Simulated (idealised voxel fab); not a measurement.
Presented below is a process module, voxel gate over fins.
It is cross-section cut that appears here, measuring 190 nm in width, its square cells being 5 nm in size.
The cross-sections in this document take the form of a grid made of square cells. They are written out as bands, in order from top to bottom. Each band consists of one or more rows of cells.
What a band's entry tells you: where the top is and where the bottom is, as heights in nm, and after that what lies inside, material by material from left to right, each with its width in nm. Empty space is written as the word "air", and a single material marked with the word "everywhere" occupies the band from edge to edge.
Counting heights begins at 0, where everything beneath is, in the wafer as received, one material. The lowest band has no bottom; it goes on downwards, as "top 0, no bottom" shows.
The width entry "30 to 40" should be interpreted row by row: the top row of cells in the band takes the first number, the bottom row takes the second number, and the change between adjacent rows is uniform throughout.
When a step is marked "no modification", none of the cells in the cross-section changed during that step.
If an empty space has no open way to the top and is at least 8 cells in size, "Entrapped void list" lists it, written width x height at distance, where distance is measured from the left edge and every value is in nm.
Heads up: the bit after the settings on a step's line is the simulator's remark on that step.
What "overlay nm" on a step's line means: if the step has a mask, that mask lay this far to the right of its planned place, or, when the value is negative, to the left.
Steps in the process plan:
step 1: op RECEIVE | material Si
step 2: op CONFORMAL_DEP | material SiN | thk nm 10
step 3: op DIRECTIONAL_DEP | material aC | thk nm 15
step 4: op PATTERN | tone cover | mask id FINS | material resist | width nm 15 | pitch nm 40 | thk nm 30 | overlay nm 0
step 5: op DIRECTIONAL_ETCH | etch materials aC | depth nm 15
step 6: op STRIP | etch materials resist
step 7: op DIRECTIONAL_ETCH | etch materials SiN | depth nm 10
step 8: op DIRECTIONAL_ETCH | etch materials Si | depth nm 30
step 9: op STRIP | etch materials aC
step 10: op FILL_DEP | material SiO2 | thk nm 10
step 11: op CMP | height nm 10
step 12: op SELECTIVE_ETCH | etch materials SiO2 | depth nm 25
step 13: op STRIP | etch materials SiN
step 14: op CONFORMAL_DEP | material HfO2 | thk nm 5
step 15: op CONFORMAL_DEP | material TiN | thk nm 5
step 16: op CONFORMAL_DEP | material TiAl | thk nm 5
step 17: op CONFORMAL_DEP | material TiN | thk nm 5
step 18: op FILL_DEP | material W | thk nm 10
step 19: op CMP | height nm 25
step 20: op CONFORMAL_DEP | material SiCN | thk nm 5
Concerning the first of two wafers, which was run in accordance with the plan:
The cross-section here shows the wafer as received, i.e. in its state after step 1:
top 0, no bottom: Si everywhere
Entrapped void list: none
The wafer in cross-section once step 2 is complete:
top 10, bottom 0: SiN everywhere
Rest of section, below 0: as before.
The wafer in cross-section once step 3 is complete:
top 25, bottom 10: aC everywhere
Rest of section, below 10: as before.
The wafer in cross-section once step 4 is complete:
top 55, bottom 25: 45 air  15 resist  25 air  15 resist  25 air  15 resist  50 air
Rest of section, below 25: as before.
The wafer in cross-section once step 5 is complete:
top 40, bottom 25: 45 air  15 resist  25 air  15 resist  25 air  15 resist  50 air
top 25, bottom 10: 45 air  15 aC  25 air  15 aC  25 air  15 aC  50 air
Rest of section, below 10: as before.
The wafer in cross-section once step 6 is complete:
top 25, bottom 10: 45 air  15 aC  25 air  15 aC  25 air  15 aC  50 air
Rest of section, below 10: as before.
The wafer in cross-section once step 7 is complete:
top 25, bottom 10: 45 air  15 aC  25 air  15 aC  25 air  15 aC  50 air
top 10, bottom 0: 45 air  15 SiN  25 air  15 SiN  25 air  15 SiN  50 air
Rest of section, below 0: as before.
The wafer in cross-section once step 8 is complete:
top 25, bottom 10: 45 air  15 aC  25 air  15 aC  25 air  15 aC  50 air
top 10, bottom 0: 45 air  15 SiN  25 air  15 SiN  25 air  15 SiN  50 air
top 0, bottom -30: 45 air  15 Si  25 air  15 Si  25 air  15 Si  50 air
Rest of section, below -30: as before.
The wafer in cross-section once step 9 is complete:
top 10, bottom 0: 45 air  15 SiN  25 air  15 SiN  25 air  15 SiN  50 air
Rest of section, below 0: as before.
The wafer in cross-section once step 10 is complete:
top 20, bottom 10: SiO2 everywhere
top 10, bottom 0: 45 SiO2  15 SiN  25 SiO2  15 SiN  25 SiO2  15 SiN  50 SiO2
top 0, bottom -30: 45 SiO2  15 Si  25 SiO2  15 Si  25 SiO2  15 Si  50 SiO2
Rest of section, below -30: as before.
The wafer in cross-section once step 11 is complete:
top 10, bottom 0: 45 SiO2  15 SiN  25 SiO2  15 SiN  25 SiO2  15 SiN  50 SiO2
Rest of section, below 0: as before.
The wafer in cross-section once step 12 is complete:
top 10, bottom 0: 45 air  15 SiN  25 air  15 SiN  25 air  15 SiN  50 air
top 0, bottom -15: 45 air  15 Si  25 air  15 Si  25 air  15 Si  50 air
Rest of section, below -15: as before.
The wafer in cross-section once step 13 is complete:
top 0, bottom -15: 45 air  15 Si  25 air  15 Si  25 air  15 Si  50 air
Rest of section, below -15: as before.
The wafer in cross-section once step 14 is complete:
top 5, bottom 0: 40 air  25 HfO2  15 air  25 HfO2  15 air  25 HfO2  45 air
top 0, bottom -10: 40 air  5 HfO2  15 Si  5 HfO2  15 air  5 HfO2  15 Si  5 HfO2  15 air  5 HfO2  15 Si  5 HfO2  45 air
top -10, bottom -15: 45 HfO2  15 Si  25 HfO2  15 Si  25 HfO2  15 Si  50 HfO2
Rest of section, below -15: as before.
The wafer in cross-section once step 15 is complete:
top 10, bottom 5: 35 air  35 TiN  5 air  35 TiN  5 air  35 TiN  40 air
top 5, bottom 0: 35 air  5 TiN  25 HfO2  5 TiN  5 air  5 TiN  25 HfO2  5 TiN  5 air  5 TiN  25 HfO2  5 TiN  40 air
top 0, bottom -5: 35 air  5 TiN  5 HfO2  15 Si  5 HfO2  5 TiN  5 air  5 TiN  5 HfO2  15 Si  5 HfO2  5 TiN  5 air  5 TiN  5 HfO2  15 Si  5 HfO2  5 TiN  40 air
top -5, bottom -10: 40 TiN  5 HfO2  15 Si  5 HfO2  15 TiN  5 HfO2  15 Si  5 HfO2  15 TiN  5 HfO2  15 Si  5 HfO2  45 TiN
Rest of section, below -10: as before.
The wafer in cross-section once step 16 is complete:
top 15, bottom 10: 30 air  125 TiAl  35 air
top 10, bottom 5: 30 air  5 TiAl  35 TiN  5 TiAl  35 TiN  5 TiAl  35 TiN  5 TiAl  35 air
top 5, bottom 0: 30 air  5 TiAl  5 TiN  25 HfO2  5 TiN  5 TiAl  5 TiN  25 HfO2  5 TiN  5 TiAl  5 TiN  25 HfO2  5 TiN  5 TiAl  35 air
top 0, bottom -5: 35 TiAl  5 TiN  5 HfO2  15 Si  5 HfO2  5 TiN  5 TiAl  5 TiN  5 HfO2  15 Si  5 HfO2  5 TiN  5 TiAl  5 TiN  5 HfO2  15 Si  5 HfO2  5 TiN  40 TiAl
Rest of section, below -5: as before.
The wafer in cross-section once step 17 is complete:
top 20, bottom 15: 25 air  135 TiN  30 air
top 15, bottom 10: 25 air  5 TiN  125 TiAl  5 TiN  30 air
top 10, bottom 5: 25 air  5 TiN  5 TiAl  35 TiN  5 TiAl  35 TiN  5 TiAl  35 TiN  5 TiAl  5 TiN  30 air
top 5, bottom 0: 30 TiN  5 TiAl  5 TiN  25 HfO2  5 TiN  5 TiAl  5 TiN  25 HfO2  5 TiN  5 TiAl  5 TiN  25 HfO2  5 TiN  5 TiAl  35 TiN
Rest of section, below 0: as before.
The wafer in cross-section once step 18 is complete:
top 30, bottom 20: W everywhere
top 20, bottom 15: 25 W  135 TiN  30 W
top 15, bottom 10: 25 W  5 TiN  125 TiAl  5 TiN  30 W
top 10, bottom 5: 25 W  5 TiN  5 TiAl  35 TiN  5 TiAl  35 TiN  5 TiAl  35 TiN  5 TiAl  5 TiN  30 W
Rest of section, below 5: as before.
The wafer in cross-section once step 19 is complete:
top 25, bottom 20: W everywhere
Rest of section, below 20: as before.
The wafer in cross-section once step 20 is complete:
top 30, bottom 25: SiCN everywhere
Rest of section, below 25: as before.
The second wafer was prepared from the same starting point and under the same plan as the first; its processing contained one mistake, and it remains indistinguishable from the first wafer up to and including step 14:
At the planned end of step 15, the second wafer in cross-section: no modification
At the planned end of step 16, the second wafer in cross-section:
top 10, bottom 5: 35 air  35 TiAl  5 air  35 TiAl  5 air  35 TiAl  40 air
top 5, bottom 0: 35 air  5 TiAl  25 HfO2  5 TiAl  5 air  5 TiAl  25 HfO2  5 TiAl  5 air  5 TiAl  25 HfO2  5 TiAl  40 air
top 0, bottom -5: 35 air  5 TiAl  5 HfO2  15 Si  5 HfO2  5 TiAl  5 air  5 TiAl  5 HfO2  15 Si  5 HfO2  5 TiAl  5 air  5 TiAl  5 HfO2  15 Si  5 HfO2  5 TiAl  40 air
top -5, bottom -10: 40 TiAl  5 HfO2  15 Si  5 HfO2  15 TiAl  5 HfO2  15 Si  5 HfO2  15 TiAl  5 HfO2  15 Si  5 HfO2  45 TiAl
Rest of section, below -10: as before.
At the planned end of step 17, the second wafer in cross-section:
top 15, bottom 10: 30 air  125 TiN  35 air
top 10, bottom 5: 30 air  5 TiN  35 TiAl  5 TiN  35 TiAl  5 TiN  35 TiAl  5 TiN  35 air
top 5, bottom 0: 30 air  5 TiN  5 TiAl  25 HfO2  5 TiAl  5 TiN  5 TiAl  25 HfO2  5 TiAl  5 TiN  5 TiAl  25 HfO2  5 TiAl  5 TiN  35 air
top 0, bottom -5: 35 TiN  5 TiAl  5 HfO2  15 Si  5 HfO2  5 TiAl  5 TiN  5 TiAl  5 HfO2  15 Si  5 HfO2  5 TiAl  5 TiN  5 TiAl  5 HfO2  15 Si  5 HfO2  5 TiAl  40 TiN
Rest of section, below -5: as before.
At the planned end of step 18, the second wafer in cross-section:
top 25, bottom 15: W everywhere
top 15, bottom 10: 30 W  125 TiN  35 W
top 10, bottom 5: 30 W  5 TiN  35 TiAl  5 TiN  35 TiAl  5 TiN  35 TiAl  5 TiN  35 W
top 5, bottom 0: 30 W  5 TiN  5 TiAl  25 HfO2  5 TiAl  5 TiN  5 TiAl  25 HfO2  5 TiAl  5 TiN  5 TiAl  25 HfO2  5 TiAl  5 TiN  35 W
Rest of section, below 0: as before.
At the planned end of step 19, the second wafer in cross-section: no modification
At the planned end of step 20, the second wafer in cross-section:
top 30, bottom 25: SiCN everywhere
Rest of section, below 25: as before.
In executing the process, a mistake was made relative to the plan: with respect to the plan, step 15 was omitted and not executed
Final difference in cells, second wafer against first, listed per material as more or fewer: +6 TiAl; -50 TiN; +44 W
